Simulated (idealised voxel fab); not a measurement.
The process module presented herein is designated voxel capacitor over wiring.
FYI the section here is cut, 265 nm wide, cells are 5 nm squares.
If you're reading a cross-section in this doc, picture square cells in a grid; it comes to you as bands, top ones listed first down to the bottom, and a band can be one or more rows of cells. This entry defines a band. It first specifies the height of the band's top and the height of its bottom in nm, and then specifies the band's materials from left to right, stating each material with its width in nm. The word "everywhere" identifies a single material that fills the band from edge to edge, while the word "blank" identifies empty space. Heights are expressed relative to 0, this being the level below which the as-received wafer comprises one material exclusively. The lowest band is unbounded in the downward direction and is denoted as in "0 down". A width such as "30..40" changes by the same amount from each row of cells to the next, from the band's top row to its bottom row. The cross-section has no changed cell in any step marked "nothing changed". Heads up: "Voids, fully enclosed" only lists the empty pockets with no open path to the top that are 8 cells or more, and it writes them as width x height at distance, distance from the left edge, in nm. Read whatever lies past the settings on a step's line as the simulator's own remark about the step. The line of a step may include "overlay nm". On a step with a mask, this value is how far to the right of its planned place the mask lay. A negative value means the mask lay to the left.

## Process steps (planned)
1. RECEIVE [material Si]
2. CONFORMAL_DEP [material SiO2] [thk nm 15]
3. CONFORMAL_DEP [material SiN] [thk nm 5]
4. DIRECTIONAL_DEP [material SiO2] [thk nm 25]
5. MASKED_ETCH [tone open] [mask id METAL_1] [width nm 30] [pitch nm 90] [etch materials SiO2] [depth nm 25] [overlay nm 0]
6. MASKED_ETCH [tone open] [mask id METAL_1] [width nm 30] [pitch nm 90] [etch materials SiN] [depth nm 5] [overlay nm 0]
7. CONFORMAL_DEP [material TiN] [thk nm 5]
8. FILL_DEP [material Cu] [thk nm 10]
9. CMP [height nm 45]
10. CONFORMAL_DEP [material SiCN] [thk nm 5]
11. DIRECTIONAL_DEP [material SiO2] [thk nm 15]
12. PATTERN [tone open] [mask id PLUG_1] [material resist] [width nm 15] [thk nm 15] [overlay nm 0]
13. DIRECTIONAL_ETCH [etch materials SiO2] [depth nm 15]
14. DIRECTIONAL_ETCH [etch materials SiCN] [depth nm 5]
15. STRIP [etch materials resist]
16. EPI [material Ru] [thk nm 10]
17. EPI [material Ru] [thk nm 10]
18. DIRECTIONAL_DEP [material TiN] [thk nm 5]
19. DIRECTIONAL_DEP [material HfO2] [thk nm 5]
20. DIRECTIONAL_DEP [material TiN] [thk nm 10]
21. PATTERN [tone cover] [mask id UPPER_PLATE] [material resist] [width nm 65] [thk nm 15] [overlay nm 0]
22. DIRECTIONAL_ETCH [etch materials TiN] [depth nm 10]
23. DIRECTIONAL_ETCH [etch materials HfO2] [depth nm 5]
24. STRIP [etch materials resist]
25. PATTERN [tone cover] [mask id LOWER_PLATE] [material resist] [width nm 75] [thk nm 15] [overlay nm -15]
26. DIRECTIONAL_ETCH [etch materials TiN] [depth nm 5]
27. STRIP [etch materials resist]
28. FILL_DEP [material SiO2] [thk nm 15]
29. CMP [height nm 95]
30. PATTERN [tone open] [mask id PLUG_2] [material resist] [width nm 15] [thk nm 20] [overlay nm 0]
31. DIRECTIONAL_ETCH [etch materials SiO2] [depth nm 10]
32. STRIP [etch materials resist]
33. CONFORMAL_DEP [material TiN] [thk nm 5]
34. FILL_DEP [material Cu] [thk nm 10]
35. CMP [height nm 95]
36. CONFORMAL_DEP [material SiN] [thk nm 5]
Same starting wafers, different overlay nm at step 25. Plan value belongs to the first wafer.

## The first of several wafers as received, shown in cross-section; this is its state after step 1
- 0 down | Si everywhere
- Voids, fully enclosed: none

## Depicted here is the first of several wafers in cross-section, at module completion following the last step, step 36
- 100 to 95 | SiN everywhere
- 95 to 90 | 95 of SiO2 | 5 of TiN | 5 of Cu | 5 of TiN | 155 of SiO2
- 90 to 80 | 95..85 of SiO2 | 15..55 of TiN | 155..125 of SiO2
- 80 to 75 | 85 of SiO2 | 65 of TiN | 115 of SiO2
- 75 to 70 | 85 of SiO2 | 65 of HfO2 | 115 of SiO2
- 70 to 65 | 65 of SiO2 | 85 of TiN | 115 of SiO2
- 65 to 50 | 85 of SiO2 | 15 of Ru | 165 of SiO2
- 50 to 45 | 85 of SiCN | 15 of Ru | 165 of SiCN
- 45 to 20 | 70 of SiO2 | 5 of TiN | 20 of Cu | 5 of TiN | 60 of SiO2 | 5 of TiN | 20 of Cu | 5 of TiN | 75 of SiO2
- 20 to 15 | 70 of SiN | 30 of TiN | 60 of SiN | 30 of TiN | 75 of SiN
- 15 to 0 | SiO2 everywhere
- 0 down | Si everywhere
- Voids, fully enclosed: none

## The module's end: a cross-section of the last wafer
- 100 to 95 | SiN everywhere
- 95 to 90 | 95 of SiO2 | 5 of TiN | 5 of Cu | 5 of TiN | 155 of SiO2
- 90 to 80 | 95 of SiO2 | 15..55 of TiN | 155..115 of SiO2
- 80 to 75 | 85 of SiO2 | 65 of TiN | 115 of SiO2
- 75 to 70 | 85 of SiO2 | 65 of HfO2 | 115 of SiO2
- 70 to 65 | 85 of SiO2 | 85 of TiN | 95 of SiO2
- 65 to 50 | 85 of SiO2 | 15 of Ru | 165 of SiO2
- 50 to 45 | 85 of SiCN | 15 of Ru | 165 of SiCN
- 45 to 20 | 70 of SiO2 | 5 of TiN | 20 of Cu | 5 of TiN | 60 of SiO2 | 5 of TiN | 20 of Cu | 5 of TiN | 75 of SiO2
- 20 to 15 | 70 of SiN | 30 of TiN | 60 of SiN | 30 of TiN | 75 of SiN
- 15 to 0 | SiO2 everywhere
- 0 down | Si everywhere
- Voids, fully enclosed: none

## The rows of the table below are wafers. Looking at the end of the module, a row counts, for every material, the cells the wafer has gained, shown as (+), or lost, shown as (-), since it was received; its closed voids come next
overlay nm -15 | +41 Cu | +13 HfO2 | +12 Ru | +50 SiCN | +94 SiN | +772 SiO2 | +78 TiN | Voids, fully enclosed: none
overlay nm -10 | +41 Cu | +13 HfO2 | +12 Ru | +50 SiCN | +94 SiN | +772 SiO2 | +78 TiN | Voids, fully enclosed: none
overlay nm -5 | +41 Cu | +13 HfO2 | +12 Ru | +50 SiCN | +94 SiN | +772 SiO2 | +78 TiN | Voids, fully enclosed: none
overlay nm 0 | +41 Cu | +13 HfO2 | +12 Ru | +50 SiCN | +94 SiN | +772 SiO2 | +78 TiN | Voids, fully enclosed: none
overlay nm 5 | +41 Cu | +13 HfO2 | +12 Ru | +50 SiCN | +94 SiN | +772 SiO2 | +78 TiN | Voids, fully enclosed: none
overlay nm 10 | +41 Cu | +13 HfO2 | +12 Ru | +50 SiCN | +94 SiN | +772 SiO2 | +78 TiN | Voids, fully enclosed: none
overlay nm 15 | +41 Cu | +13 HfO2 | +12 Ru | +50 SiCN | +94 SiN | +772 SiO2 | +78 TiN | Voids, fully enclosed: none
